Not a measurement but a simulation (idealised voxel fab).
Process module name: voxel gate over fins
It is cross-section cut that appears here, measuring 250 nm in width, its square cells being 5 nm in size.
If you're reading a cross-section in this doc, picture square cells in a grid; it comes to you as bands, top ones listed first down to the bottom, and a band can be one or more rows of cells. Within each band entry, the heights of the top and of the bottom of the band appear first, in that order and in nm; the materials of the band then follow from left to right, each with its corresponding width in nm. The designation "everywhere" on a single material indicates that it fills the band from edge to edge; the designation "air" indicates empty space. Below 0: as-received wafer, all one material; heights counted from there. Lowest band: no bottom, goes on down, written "z 0 and below". It should be noted that a width expressed as "30..40" varies in equal increments from row to row of cells within the band, taking the value of the first number at the top row and that of the second number at the bottom row. Take "remained unchanged" at face value: in the step it is given for, the cross-section changed in none of its cells. "Enclosed void listing" lists enclosed empty spaces (at least 8 cells, no open path upward to the top), each as width x height at distance from the left edge, in nm. Where a step's line continues beyond its settings, the continuation is a remark by the simulator itself on that step. Each step line may optionally specify "overlay nm", which for a step with a mask gives the rightward distance between the mask's planned place and where it lay, a negative value indicating the leftward direction. Note: before/after cross-section pairs follow, one process step per pair, after-side truncated at the lowest changed band, step and settings given beneath. Different runs of this module on the same starting wafer may supply the pairs; a pair continues the one above only where the "before" entry says so.

**before**
    z 0 and below: Si everywhere
    Enclosed void listing: none

**Step Outcome**
    z 10 to 0: SiN everywhere
    Below 0 it's all the same as before, nothing changed down there.
    Enclosed void listing: none
Going from the before section above to the after section, the step was CONFORMAL_DEP (material SiN; thk nm 10)

before: this step begins from the cross-section that the pair just above shows after its step.

**Step Outcome**
    z 20 to 10: aC everywhere
    Below 10 it's all the same as before, nothing changed down there.
    Enclosed void listing: none
Going from the before section above to the after section, the step was DIRECTIONAL_DEP (material aC; thk nm 10)

before: this step begins from the cross-section that the pair just above shows after its step.

**Step Outcome**
    z 45 to 20: 90 nm air | 15 nm resist | 35 nm air | 15 nm resist | 95 nm air
    Below 20 it's all the same as before, nothing changed down there.
    Enclosed void listing: none
Going from the before section above to the after section, the step was PATTERN (tone cover; mask id FINS; material resist; width nm 15; pitch nm 50; thk nm 25; overlay nm 0)

before: this step begins from the cross-section that the pair just above shows after its step.

**Step Outcome**
    z 35 to 20: 90 nm air | 15 nm resist | 35 nm air | 15 nm resist | 95 nm air
    z 20 to 10: 90 nm air | 15 nm aC | 35 nm air | 15 nm aC | 95 nm air
    Below 10 it's all the same as before, nothing changed down there.
    Enclosed void listing: none
Going from the before section above to the after section, the step was DIRECTIONAL_ETCH (etch materials aC; depth nm 10)

before: this step begins from the cross-section that the pair just above shows after its step.

**Step Outcome**
    z 20 to 10: 90 nm air | 15 nm aC | 35 nm air | 15 nm aC | 95 nm air
    Below 10 it's all the same as before, nothing changed down there.
    Enclosed void listing: none
Going from the before section above to the after section, the step was STRIP (etch materials resist)

before: this step begins from the cross-section that the pair just above shows after its step.

**Step Outcome**
    z 20 to 10: 90 nm air | 15 nm aC | 35 nm air | 15 nm aC | 95 nm air
    z 10 to 0: 90 nm air | 15 nm SiN | 35 nm air | 15 nm SiN | 95 nm air
    Below 0 it's all the same as before, nothing changed down there.
    Enclosed void listing: none
Going from the before section above to the after section, the step was DIRECTIONAL_ETCH (etch materials SiN; depth nm 10)

before: this step begins from the cross-section that the pair just above shows after its step.

**Step Outcome**
    z 20 to 10: 90 nm air | 15 nm aC | 35 nm air | 15 nm aC | 95 nm air
    z 10 to 0: 90 nm air | 15 nm SiN | 35 nm air | 15 nm SiN | 95 nm air
    z 0 to -35: 90 nm air | 15 nm Si | 35 nm air | 15 nm Si | 95 nm air
    Below -35 it's all the same as before, nothing changed down there.
    Enclosed void listing: none
Going from the before section above to the after section, the step was DIRECTIONAL_ETCH (etch materials Si; depth nm 35)

before: this step begins from the cross-section that the pair just above shows after its step.

**Step Outcome**
    z 10 to 0: 90 nm air | 15 nm SiN | 35 nm air | 15 nm SiN | 95 nm air
    Below 0 it's all the same as before, nothing changed down there.
    Enclosed void listing: none
Going from the before section above to the after section, the step was STRIP (etch materials aC)

before: this step begins from the cross-section that the pair just above shows after its step.

**Step Outcome**
    z 15 to 10: SiO2 everywhere
    z 10 to 0: 90 nm SiO2 | 15 nm SiN | 35 nm SiO2 | 15 nm SiN | 95 nm SiO2
    z 0 to -35: 90 nm SiO2 | 15 nm Si | 35 nm SiO2 | 15 nm Si | 95 nm SiO2
    Below -35 it's all the same as before, nothing changed down there.
    Enclosed void listing: none
Going from the before section above to the after section, the step was FILL_DEP (material SiO2; thk nm 5)

before: this step begins from the cross-section that the pair just above shows after its step.

**Step Outcome**
    z 10 to 0: 90 nm SiO2 | 15 nm SiN | 35 nm SiO2 | 15 nm SiN | 95 nm SiO2
    Below 0 it's all the same as before, nothing changed down there.
    Enclosed void listing: none
Going from the before section above to the after section, the step was CMP (height nm 10)

before: this step begins from the cross-section that the pair just above shows after its step.

**Step Outcome**
    z 10 to 0: 90 nm SiO2 | 15 nm SiN | 10 nm SiO2 | 15 nm air | 10 nm SiO2 | 15 nm SiN | 95 nm SiO2
    z 0 to -30: 90 nm SiO2 | 15 nm Si | 10 nm SiO2 | 15 nm air | 10 nm SiO2 | 15 nm Si | 95 nm SiO2
    Below -30 it's all the same as before, nothing changed down there.
    Enclosed void listing: none
Going from the before section above to the after section, the step was MASKED_ETCH (tone open; mask id RAIL; width nm 15; etch materials SiO2; depth nm 40; overlay nm 0)

before: this step begins from the cross-section that the pair just above shows after its step.

**Step Outcome**
    z 15 to 10: 120 nm TiN | 5 nm air | 125 nm TiN
    z 10 to 0: 90 nm SiO2 | 15 nm SiN | 10 nm SiO2 | 5 nm TiN | 5 nm air | 5 nm TiN | 10 nm SiO2 | 15 nm SiN | 95 nm SiO2
    z 0 to -25: 90 nm SiO2 | 15 nm Si | 10 nm SiO2 | 5 nm TiN | 5 nm air | 5 nm TiN | 10 nm SiO2 | 15 nm Si | 95 nm SiO2
    z -25 to -30: 90 nm SiO2 | 15 nm Si | 10 nm SiO2 | 15 nm TiN | 10 nm SiO2 | 15 nm Si | 95 nm SiO2
    Below -30 it's all the same as before, nothing changed down there.
    Enclosed void listing: none
Going from the before section above to the after section, the step was CONFORMAL_DEP (material TiN; thk nm 5)

before: this step begins from the cross-section that the pair just above shows after its step.

**Step Outcome**
    z 25 to 15: Ru everywhere
    z 15 to 10: 120 nm TiN | 5 nm Ru | 125 nm TiN
    z 10 to 0: 90 nm SiO2 | 15 nm SiN | 10 nm SiO2 | 5 nm TiN | 5 nm Ru | 5 nm TiN | 10 nm SiO2 | 15 nm SiN | 95 nm SiO2
    z 0 to -25: 90 nm SiO2 | 15 nm Si | 10 nm SiO2 | 5 nm TiN | 5 nm Ru | 5 nm TiN | 10 nm SiO2 | 15 nm Si | 95 nm SiO2
    Below -25 it's all the same as before, nothing changed down there.
    Enclosed void listing: none
Going from the before section above to the after section, the step was FILL_DEP (material Ru; thk nm 10)

before: this step begins from the cross-section that the pair just above shows after its step.

**Step Outcome**
    z 10 to 0: 90 nm SiO2 | 15 nm SiN | 10 nm SiO2 | 5 nm TiN | 5 nm Ru | 5 nm TiN | 10 nm SiO2 | 15 nm SiN | 95 nm SiO2
    Below 0 it's all the same as before, nothing changed down there.
    Enclosed void listing: none
Going from the before section above to the after section, the step was CMP (height nm 10)

before: this step begins from the cross-section that the pair just above shows after its step.

**Step Outcome**
    z 10 to 0: 90 nm SiO2 | 15 nm SiN | 10 nm SiO2 | 15 nm air | 10 nm SiO2 | 15 nm SiN | 95 nm SiO2
    z 0 to -25: 90 nm SiO2 | 15 nm Si | 10 nm SiO2 | 15 nm air | 10 nm SiO2 | 15 nm Si | 95 nm SiO2
    Below -25 it's all the same as before, nothing changed down there.
    Enclosed void listing: none
Going from the before section above to the after section, the step was SELECTIVE_ETCH (etch materials W Ru TiN; depth nm 35)

before: this step begins from the cross-section that the pair just above shows after its step.

**Step Outcome**
    z 15 to 10: SiO2 everywhere
    z 10 to 0: 90 nm SiO2 | 15 nm SiN | 35 nm SiO2 | 15 nm SiN | 95 nm SiO2
    z 0 to -25: 90 nm SiO2 | 15 nm Si | 35 nm SiO2 | 15 nm Si | 95 nm SiO2
    Below -25 it's all the same as before, nothing changed down there.
    Enclosed void listing: none
Going from the before section above to the after section, the step was FILL_DEP (material SiO2; thk nm 5)

before: this step begins from the cross-section that the pair just above shows after its step.

**Step Outcome**
    z 10 to 0: 90 nm SiO2 | 15 nm SiN | 35 nm SiO2 | 15 nm SiN | 95 nm SiO2
    Below 0 it's all the same as before, nothing changed down there.
    Enclosed void listing: none
Going from the before section above to the after section, the step was CMP (height nm 10)

before: this step begins from the cross-section that the pair just above shows after its step.

**Step Outcome**
    z 10 to 0: 90 nm air | 15 nm SiN | 35 nm air | 15 nm SiN | 95 nm air
    z 0 to -15: 90 nm air | 15 nm Si | 35 nm air | 15 nm Si | 95 nm air
    Below -15 it's all the same as before, nothing changed down there.
    Enclosed void listing: none
Going from the before section above to the after section, the step was SELECTIVE_ETCH (etch materials SiO2; depth nm 25)

before: this step begins from the cross-section that the pair just above shows after its step.

**Step Outcome**
    z 0 to -15: 90 nm air | 15 nm Si | 35 nm air | 15 nm Si | 95 nm air
    Below -15 it's all the same as before, nothing changed down there.
    Enclosed void listing: none
Going from the before section above to the after section, the step was STRIP (etch materials SiN)

before: this step begins from the cross-section that the pair just above shows after its step.

**Step Outcome**
    z 5 to 0: 85 nm air | 25 nm HfO2 | 25 nm air | 25 nm HfO2 | 90 nm air
    z 0 to -10: 85 nm air | 5 nm HfO2 | 15 nm Si | 5 nm HfO2 | 25 nm air | 5 nm HfO2 | 15 nm Si | 5 nm HfO2 | 90 nm air
    z -10 to -15: 90 nm HfO2 | 15 nm Si | 35 nm HfO2 | 15 nm Si | 95 nm HfO2
    Below -15 it's all the same as before, nothing changed down there.
    Enclosed void listing: none
Going from the before section above to the after section, the step was CONFORMAL_DEP (material HfO2; thk nm 5)

before: this step begins from the cross-section that the pair just above shows after its step.

**Step Outcome**
    z 10 to 5: 80 nm air | 35 nm TiN | 15 nm air | 35 nm TiN | 85 nm air
    z 5 to 0: 80 nm air | 5 nm TiN | 25 nm HfO2 | 5 nm TiN | 15 nm air | 5 nm TiN | 25 nm HfO2 | 5 nm TiN | 85 nm air
    z 0 to -5: 80 nm air | 5 nm TiN | 5 nm HfO2 | 15 nm Si | 5 nm HfO2 | 5 nm TiN | 15 nm air | 5 nm TiN | 5 nm HfO2 | 15 nm Si | 5 nm HfO2 | 5 nm TiN | 85 nm air
    z -5 to -10: 85 nm TiN | 5 nm HfO2 | 15 nm Si | 5 nm HfO2 | 25 nm TiN | 5 nm HfO2 | 15 nm Si | 5 nm HfO2 | 90 nm TiN
    Below -10 it's all the same as before, nothing changed down there.
    Enclosed void listing: none
Going from the before section above to the after section, the step was CONFORMAL_DEP (material TiN; thk nm 5)

before: this step begins from the cross-section that the pair just above shows after its step.

**Step Outcome**
    z 15 to 10: 75 nm air | 45 nm TiAl | 5 nm air | 45 nm TiAl | 80 nm air
    z 10 to 5: 75 nm air | 5 nm TiAl | 35 nm TiN | 5 nm TiAl | 5 nm air | 5 nm TiAl | 35 nm TiN | 5 nm TiAl | 80 nm air
    z 5 to 0: 75 nm air | 5 nm TiAl | 5 nm TiN | 25 nm HfO2 | 5 nm TiN | 5 nm TiAl | 5 nm air | 5 nm TiAl | 5 nm TiN | 25 nm HfO2 | 5 nm TiN | 5 nm TiAl | 80 nm air
    z 0 to -5: 80 nm TiAl | 5 nm TiN | 5 nm HfO2 | 15 nm Si | 5 nm HfO2 | 5 nm TiN | 15 nm TiAl | 5 nm TiN | 5 nm HfO2 | 15 nm Si | 5 nm HfO2 | 5 nm TiN | 85 nm TiAl
    Below -5 it's all the same as before, nothing changed down there.
    Enclosed void listing: none
Going from the before section above to the after section, the step was CONFORMAL_DEP (material TiAl; thk nm 5)

before: this step begins from the cross-section that the pair just above shows after its step.

**Step Outcome**
    z 20 to 15: 70 nm air | 105 nm TiN | 75 nm air
    z 15 to 10: 70 nm air | 5 nm TiN | 45 nm TiAl | 5 nm TiN | 45 nm TiAl | 5 nm TiN | 75 nm air
    z 10 to 5: 70 nm air | 5 nm TiN | 5 nm TiAl | 35 nm TiN | 5 nm TiAl | 5 nm TiN | 5 nm TiAl | 35 nm TiN | 5 nm TiAl | 5 nm TiN | 75 nm air
    z 5 to 0: 75 nm TiN | 5 nm TiAl | 5 nm TiN | 25 nm HfO2 | 5 nm TiN | 5 nm TiAl | 5 nm TiN | 5 nm TiAl | 5 nm TiN | 25 nm HfO2 | 5 nm TiN | 5 nm TiAl | 80 nm TiN
    Below 0 it's all the same as before, nothing changed down there.
    Enclosed void listing: none
Going from the before section above to the after section, the step was CONFORMAL_DEP (material TiN; thk nm 5)

before: this step begins from the cross-section that the pair just above shows after its step.

**Step Outcome**
    z 30 to 20: W everywhere
    z 20 to 15: 70 nm W | 105 nm TiN | 75 nm W
    z 15 to 10: 70 nm W | 5 nm TiN | 45 nm TiAl | 5 nm TiN | 45 nm TiAl | 5 nm TiN | 75 nm W
    z 10 to 5: 70 nm W | 5 nm TiN | 5 nm TiAl | 35 nm TiN | 5 nm TiAl | 5 nm TiN | 5 nm TiAl | 35 nm TiN | 5 nm TiAl | 5 nm TiN | 75 nm W
    Below 5 it's all the same as before, nothing changed down there.
    Enclosed void listing: none
Going from the before section above to the after section, the step was FILL_DEP (material W; thk nm 10)

before: this step begins from the cross-section that the pair just above shows after its step.

**Step Outcome**
    z 25 to 20: W everywhere
    Below 20 it's all the same as before, nothing changed down there.
    Enclosed void listing: none
Going from the before section above to the after section, the step was CMP (height nm 25)

before: this step begins from the cross-section that the pair just above shows after its step.

**Step Outcome**
    z 30 to 25: SiCN everywhere
    Below 25 it's all the same as before, nothing changed down there.
    Enclosed void listing: none
Going from the before section above to the after section, the step was CONFORMAL_DEP (material SiCN; thk nm 5)

**before**
    z 25 to 15: Ru everywhere
    z 15 to 10: 120 nm TiN | 5 nm Ru | 125 nm TiN
    z 10 to 0: 90 nm SiO2 | 15 nm SiN | 10 nm SiO2 | 5 nm TiN | 5 nm Ru | 5 nm TiN | 10 nm SiO2 | 15 nm SiN | 95 nm SiO2
    z 0 to -25: 90 nm SiO2 | 15 nm Si | 10 nm SiO2 | 5 nm TiN | 5 nm Ru | 5 nm TiN | 10 nm SiO2 | 15 nm Si | 95 nm SiO2
    z -25 to -30: 90 nm SiO2 | 15 nm Si | 10 nm SiO2 | 15 nm TiN | 10 nm SiO2 | 15 nm Si | 95 nm SiO2
    z -30 to -35: 90 nm SiO2 | 15 nm Si | 35 nm SiO2 | 15 nm Si | 95 nm SiO2
    z -35 and below: Si everywhere
    Enclosed void listing: none

**Step Outcome**
    z 10 to 0: 90 nm SiO2 | 15 nm SiN | 10 nm SiO2 | 15 nm air | 10 nm SiO2 | 15 nm SiN | 95 nm SiO2
    z 0 to -10: 90 nm SiO2 | 15 nm Si | 10 nm SiO2 | 15 nm air | 10 nm SiO2 | 15 nm Si | 95 nm SiO2
    Below -10 it's all the same as before, nothing changed down there.
    Enclosed void listing: none
Going from the before section above to the after section, the step was SELECTIVE_ETCH (etch materials W Ru TiN; depth nm 35)

before: this step begins from the cross-section that the pair just above shows after its step.

**Step Outcome**
    z 15 to 10: SiO2 everywhere
    z 10 to 0: 90 nm SiO2 | 15 nm SiN | 35 nm SiO2 | 15 nm SiN | 95 nm SiO2
    z 0 to -10: 90 nm SiO2 | 15 nm Si | 35 nm SiO2 | 15 nm Si | 95 nm SiO2
    Below -10 it's all the same as before, nothing changed down there.
    Enclosed void listing: none
Going from the before section above to the after section, the step was FILL_DEP (material SiO2; thk nm 5)

before: this step begins from the cross-section that the pair just above shows after its step.

**Step Outcome**
    z 10 to 0: 90 nm SiO2 | 15 nm SiN | 35 nm SiO2 | 15 nm SiN | 95 nm SiO2
    Below 0 it's all the same as before, nothing changed down there.
    Enclosed void listing: none
Going from the before section above to the after section, the step was CMP (height nm 10)

before: this step begins from the cross-section that the pair just above shows after its step.

**Step Outcome**
    z 10 to 0: 90 nm air | 15 nm SiN | 35 nm air | 15 nm SiN | 95 nm air
    z 0 to -10: 90 nm air | 15 nm Si | 35 nm air | 15 nm Si | 95 nm air
    z -10 to -15: 90 nm air | 15 nm Si | 10 nm air | 5 nm TiN | 5 nm Ru | 5 nm TiN | 10 nm air | 15 nm Si | 95 nm air
    Below -15 it's all the same as before, nothing changed down there.
    Enclosed void listing: none
Going from the before section above to the after section, the step was SELECTIVE_ETCH (etch materials SiO2; depth nm 25)

before: this step begins from the cross-section that the pair just above shows after its step.

**Step Outcome**
    z 0 to -10: 90 nm air | 15 nm Si | 35 nm air | 15 nm Si | 95 nm air
    Below -10 it's all the same as before, nothing changed down there.
    Enclosed void listing: none
Going from the before section above to the after section, the step was STRIP (etch materials SiN)

before: this step begins from the cross-section that the pair just above shows after its step.

**Step Outcome**
    z 5 to 0: 85 nm air | 25 nm HfO2 | 25 nm air | 25 nm HfO2 | 90 nm air
    z 0 to -5: 85 nm air | 5 nm HfO2 | 15 nm Si | 5 nm HfO2 | 25 nm air | 5 nm HfO2 | 15 nm Si | 5 nm HfO2 | 90 nm air
    z -5 to -10: 85 nm air | 5 nm HfO2 | 15 nm Si | 35 nm HfO2 | 15 nm Si | 5 nm HfO2 | 90 nm air
    z -10 to -15: 90 nm HfO2 | 15 nm Si | 10 nm HfO2 | 5 nm TiN | 5 nm Ru | 5 nm TiN | 10 nm HfO2 | 15 nm Si | 95 nm HfO2
    Below -15 it's all the same as before, nothing changed down there.
    Enclosed void listing: none
Going from the before section above to the after section, the step was CONFORMAL_DEP (material HfO2; thk nm 5)

before: this step begins from the cross-section that the pair just above shows after its step.

**Step Outcome**
    z 10 to 5: 80 nm air | 35 nm TiN | 15 nm air | 35 nm TiN | 85 nm air
    z 5 to 0: 80 nm air | 5 nm TiN | 25 nm HfO2 | 5 nm TiN | 15 nm air | 5 nm TiN | 25 nm HfO2 | 5 nm TiN | 85 nm air
    z 0 to -5: 80 nm air | 5 nm TiN | 5 nm HfO2 | 15 nm Si | 5 nm HfO2 | 25 nm TiN | 5 nm HfO2 | 15 nm Si | 5 nm HfO2 | 5 nm TiN | 85 nm air
    z -5 to -10: 85 nm TiN | 5 nm HfO2 | 15 nm Si | 35 nm HfO2 | 15 nm Si | 5 nm HfO2 | 90 nm TiN
    Below -10 it's all the same as before, nothing changed down there.
    Enclosed void listing: none
Going from the before section above to the after section, the step was CONFORMAL_DEP (material TiN; thk nm 5)

before: this step begins from the cross-section that the pair just above shows after its step.

**Step Outcome**
    z 15 to 10: 75 nm air | 45 nm TiAl | 5 nm air | 45 nm TiAl | 80 nm air
    z 10 to 5: 75 nm air | 5 nm TiAl | 35 nm TiN | 5 nm TiAl | 5 nm air | 5 nm TiAl | 35 nm TiN | 5 nm TiAl | 80 nm air
    z 5 to 0: 75 nm air | 5 nm TiAl | 5 nm TiN | 25 nm HfO2 | 5 nm TiN | 15 nm TiAl | 5 nm TiN | 25 nm HfO2 | 5 nm TiN | 5 nm TiAl | 80 nm air
    z 0 to -5: 80 nm TiAl | 5 nm TiN | 5 nm HfO2 | 15 nm Si | 5 nm HfO2 | 25 nm TiN | 5 nm HfO2 | 15 nm Si | 5 nm HfO2 | 5 nm TiN | 85 nm TiAl
    Below -5 it's all the same as before, nothing changed down there.
    Enclosed void listing: none
Going from the before section above to the after section, the step was CONFORMAL_DEP (material TiAl; thk nm 5)

before: this step begins from the cross-section that the pair just above shows after its step.

**Step Outcome**
    z 20 to 15: 70 nm air | 105 nm TiN | 75 nm air
    z 15 to 10: 70 nm air | 5 nm TiN | 45 nm TiAl | 5 nm TiN | 45 nm TiAl | 5 nm TiN | 75 nm air
    z 10 to 5: 70 nm air | 5 nm TiN | 5 nm TiAl | 35 nm TiN | 5 nm TiAl | 5 nm TiN | 5 nm TiAl | 35 nm TiN | 5 nm TiAl | 5 nm TiN | 75 nm air
    z 5 to 0: 75 nm TiN | 5 nm TiAl | 5 nm TiN | 25 nm HfO2 | 5 nm TiN | 15 nm TiAl | 5 nm TiN | 25 nm HfO2 | 5 nm TiN | 5 nm TiAl | 80 nm TiN
    Below 0 it's all the same as before, nothing changed down there.
    Enclosed void listing: none
Going from the before section above to the after section, the step was CONFORMAL_DEP (material TiN; thk nm 5)

before: this step begins from the cross-section that the pair just above shows after its step.

**Step Outcome**
    z 30 to 20: W everywhere
    z 20 to 15: 70 nm W | 105 nm TiN | 75 nm W
    z 15 to 10: 70 nm W | 5 nm TiN | 45 nm TiAl | 5 nm TiN | 45 nm TiAl | 5 nm TiN | 75 nm W
    z 10 to 5: 70 nm W | 5 nm TiN | 5 nm TiAl | 35 nm TiN | 5 nm TiAl | 5 nm TiN | 5 nm TiAl | 35 nm TiN | 5 nm TiAl | 5 nm TiN | 75 nm W
    Below 5 it's all the same as before, nothing changed down there.
    Enclosed void listing: none
Going from the before section above to the after section, the step was FILL_DEP (material W; thk nm 10)

before: this step begins from the cross-section that the pair just above shows after its step.

**Step Outcome**
    z 25 to 20: W everywhere
    Below 20 it's all the same as before, nothing changed down there.
    Enclosed void listing: none
Going from the before section above to the after section, the step was CMP (height nm 25)

before: this step begins from the cross-section that the pair just above shows after its step.

**Step Outcome**
    z 30 to 25: SiCN everywhere
    Below 25 it's all the same as before, nothing changed down there.
    Enclosed void listing: none
Going from the before section above to the after section, the step was CONFORMAL_DEP (material SiCN; thk nm 5)

**before**
    z 10 to 0: 90 nm SiO2 | 15 nm SiN | 35 nm SiO2 | 15 nm SiN | 95 nm SiO2
    z 0 to -25: 90 nm SiO2 | 15 nm Si | 35 nm SiO2 | 15 nm Si | 95 nm SiO2
    z -25 to -30: 90 nm SiO2 | 15 nm Si | 10 nm SiO2 | 15 nm TiN | 10 nm SiO2 | 15 nm Si | 95 nm SiO2
    z -30 to -35: 90 nm SiO2 | 15 nm Si | 35 nm SiO2 | 15 nm Si | 95 nm SiO2
    z -35 and below: Si everywhere
    Enclosed void listing: none

**Step Outcome**
    z 10 to 0: 90 nm SiO2 | 15 nm air | 35 nm SiO2 | 15 nm air | 95 nm SiO2
    Below 0 it's all the same as before, nothing changed down there.
    Enclosed void listing: none
Going from the before section above to the after section, the step was STRIP (etch materials SiN)

before: this step begins from the cross-section that the pair just above shows after its step.

**Step Outcome**
    z 0 to -15: 90 nm air | 15 nm Si | 35 nm air | 15 nm Si | 95 nm air
    z -15 to -25: 65 nm SiO2 | 25 nm air | 15 nm Si | 35 nm air | 15 nm Si | 25 nm air | 70 nm SiO2
    Below -25 it's all the same as before, nothing changed down there.
    Enclosed void listing: none
Going from the before section above to the after section, the step was SELECTIVE_ETCH (etch materials SiO2; depth nm 25)

before: this step begins from the cross-section that the pair just above shows after its step.

**Step Outcome**
    z 5 to 0: 85 nm air | 25 nm HfO2 | 25 nm air | 25 nm HfO2 | 90 nm air
    z 0 to -10: 85 nm air | 5 nm HfO2 | 15 nm Si | 5 nm HfO2 | 25 nm air | 5 nm HfO2 | 15 nm Si | 5 nm HfO2 | 90 nm air
    z -10 to -15: 70 nm HfO2 | 15 nm air | 5 nm HfO2 | 15 nm Si | 5 nm HfO2 | 25 nm air | 5 nm HfO2 | 15 nm Si | 5 nm HfO2 | 15 nm air | 75 nm HfO2
    z -15 to -20: 65 nm SiO2 | 5 nm HfO2 | 15 nm air | 5 nm HfO2 | 15 nm Si | 5 nm HfO2 | 25 nm air | 5 nm HfO2 | 15 nm Si | 5 nm HfO2 | 15 nm air | 5 nm HfO2 | 70 nm SiO2
    z -20 to -25: 65 nm SiO2 | 25 nm HfO2 | 15 nm Si | 35 nm HfO2 | 15 nm Si | 25 nm HfO2 | 70 nm SiO2
    Below -25 it's all the same as before, nothing changed down there.
    Enclosed void listing: none
Going from the before section above to the after section, the step was CONFORMAL_DEP (material HfO2; thk nm 5)

before: this step begins from the cross-section that the pair just above shows after its step.

**Step Outcome**
    z 10 to 5: 80 nm air | 35 nm TiN | 15 nm air | 35 nm TiN | 85 nm air
    z 5 to 0: 80 nm air | 5 nm TiN | 25 nm HfO2 | 5 nm TiN | 15 nm air | 5 nm TiN | 25 nm HfO2 | 5 nm TiN | 85 nm air
    z 0 to -5: 80 nm air | 5 nm TiN | 5 nm HfO2 | 15 nm Si | 5 nm HfO2 | 5 nm TiN | 15 nm air | 5 nm TiN | 5 nm HfO2 | 15 nm Si | 5 nm HfO2 | 5 nm TiN | 85 nm air
    z -5 to -10: 75 nm TiN | 5 nm air | 5 nm TiN | 5 nm HfO2 | 15 nm Si | 5 nm HfO2 | 5 nm TiN | 15 nm air | 5 nm TiN | 5 nm HfO2 | 15 nm Si | 5 nm HfO2 | 5 nm TiN | 5 nm air | 80 nm TiN
    z -10 to -15: 70 nm HfO2 | 5 nm TiN | 5 nm air | 5 nm TiN | 5 nm HfO2 | 15 nm Si | 5 nm HfO2 | 5 nm TiN | 15 nm air | 5 nm TiN | 5 nm HfO2 | 15 nm Si | 5 nm HfO2 | 5 nm TiN | 5 nm air | 5 nm TiN | 75 nm HfO2
    z -15 to -20: 65 nm SiO2 | 5 nm HfO2 | 15 nm TiN | 5 nm HfO2 | 15 nm Si | 5 nm HfO2 | 25 nm TiN | 5 nm HfO2 | 15 nm Si | 5 nm HfO2 | 15 nm TiN | 5 nm HfO2 | 70 nm SiO2
    Below -20 it's all the same as before, nothing changed down there.
    Enclosed void listing: none
Going from the before section above to the after section, the step was CONFORMAL_DEP (material TiN; thk nm 5)

before: this step begins from the cross-section that the pair just above shows after its step.

**Step Outcome**
    z 15 to 10: 75 nm air | 45 nm TiAl | 5 nm air | 45 nm TiAl | 80 nm air
    z 10 to 5: 75 nm air | 5 nm TiAl | 35 nm TiN | 5 nm TiAl | 5 nm air | 5 nm TiAl | 35 nm TiN | 5 nm TiAl | 80 nm air
    z 5 to 0: 75 nm air | 5 nm TiAl | 5 nm TiN | 25 nm HfO2 | 5 nm TiN | 5 nm TiAl | 5 nm air | 5 nm TiAl | 5 nm TiN | 25 nm HfO2 | 5 nm TiN | 5 nm TiAl | 80 nm air
    z 0 to -5: 80 nm TiAl | 5 nm TiN | 5 nm HfO2 | 15 nm Si | 5 nm HfO2 | 5 nm TiN | 5 nm TiAl | 5 nm air | 5 nm TiAl | 5 nm TiN | 5 nm HfO2 | 15 nm Si | 5 nm HfO2 | 5 nm TiN | 85 nm TiAl
    z -5 to -10: 75 nm TiN | 5 nm TiAl | 5 nm TiN | 5 nm HfO2 | 15 nm Si | 5 nm HfO2 | 5 nm TiN | 5 nm TiAl | 5 nm air | 5 nm TiAl | 5 nm TiN | 5 nm HfO2 | 15 nm Si | 5 nm HfO2 | 5 nm TiN | 5 nm TiAl | 80 nm TiN
    z -10 to -15: 70 nm HfO2 | 5 nm TiN | 5 nm TiAl | 5 nm TiN | 5 nm HfO2 | 15 nm Si | 5 nm HfO2 | 5 nm TiN | 15 nm TiAl | 5 nm TiN | 5 nm HfO2 | 15 nm Si | 5 nm HfO2 | 5 nm TiN | 5 nm TiAl | 5 nm TiN | 75 nm HfO2
    Below -15 it's all the same as before, nothing changed down there.
    Enclosed void listing: none
Going from the before section above to the after section, the step was CONFORMAL_DEP (material TiAl; thk nm 5)

before: this step begins from the cross-section that the pair just above shows after its step.

**Step Outcome**
    z 20 to 15: 70 nm air | 105 nm TiN | 75 nm air
    z 15 to 10: 70 nm air | 5 nm TiN | 45 nm TiAl | 5 nm TiN | 45 nm TiAl | 5 nm TiN | 75 nm air
    z 10 to 5: 70 nm air | 5 nm TiN | 5 nm TiAl | 35 nm TiN | 5 nm TiAl | 5 nm TiN | 5 nm TiAl | 35 nm TiN | 5 nm TiAl | 5 nm TiN | 75 nm air
    z 5 to 0: 75 nm TiN | 5 nm TiAl | 5 nm TiN | 25 nm HfO2 | 5 nm TiN | 5 nm TiAl | 5 nm TiN | 5 nm TiAl | 5 nm TiN | 25 nm HfO2 | 5 nm TiN | 5 nm TiAl | 80 nm TiN
    z 0 to -5: 80 nm TiAl | 5 nm TiN | 5 nm HfO2 | 15 nm Si | 5 nm HfO2 | 5 nm TiN | 5 nm TiAl | 5 nm TiN | 5 nm TiAl | 5 nm TiN | 5 nm HfO2 | 15 nm Si | 5 nm HfO2 | 5 nm TiN | 85 nm TiAl
    z -5 to -10: 75 nm TiN | 5 nm TiAl | 5 nm TiN | 5 nm HfO2 | 15 nm Si | 5 nm HfO2 | 5 nm TiN | 5 nm TiAl | 5 nm TiN | 5 nm TiAl | 5 nm TiN | 5 nm HfO2 | 15 nm Si | 5 nm HfO2 | 5 nm TiN | 5 nm TiAl | 80 nm TiN
    Below -10 it's all the same as before, nothing changed down there.
    Enclosed void listing: none
Going from the before section above to the after section, the step was CONFORMAL_DEP (material TiN; thk nm 5)

before: this step begins from the cross-section that the pair just above shows after its step.

**Step Outcome**
    z 30 to 20: W everywhere
    z 20 to 15: 70 nm W | 105 nm TiN | 75 nm W
    z 15 to 10: 70 nm W | 5 nm TiN | 45 nm TiAl | 5 nm TiN | 45 nm TiAl | 5 nm TiN | 75 nm W
    z 10 to 5: 70 nm W | 5 nm TiN | 5 nm TiAl | 35 nm TiN | 5 nm TiAl | 5 nm TiN | 5 nm TiAl | 35 nm TiN | 5 nm TiAl | 5 nm TiN | 75 nm W
    Below 5 it's all the same as before, nothing changed down there.
    Enclosed void listing: none
Going from the before section above to the after section, the step was FILL_DEP (material W; thk nm 10)

before: this step begins from the cross-section that the pair just above shows after its step.

**Step Outcome**
    z 25 to 20: W everywhere
    Below 20 it's all the same as before, nothing changed down there.
    Enclosed void listing: none
Going from the before section above to the after section, the step was CMP (height nm 25)

before: this step begins from the cross-section that the pair just above shows after its step.

**Step Outcome**
    z 30 to 25: SiCN everywhere
    Below 25 it's all the same as before, nothing changed down there.
    Enclosed void listing: none
Going from the before section above to the after section, the step was CONFORMAL_DEP (material SiCN; thk nm 5)
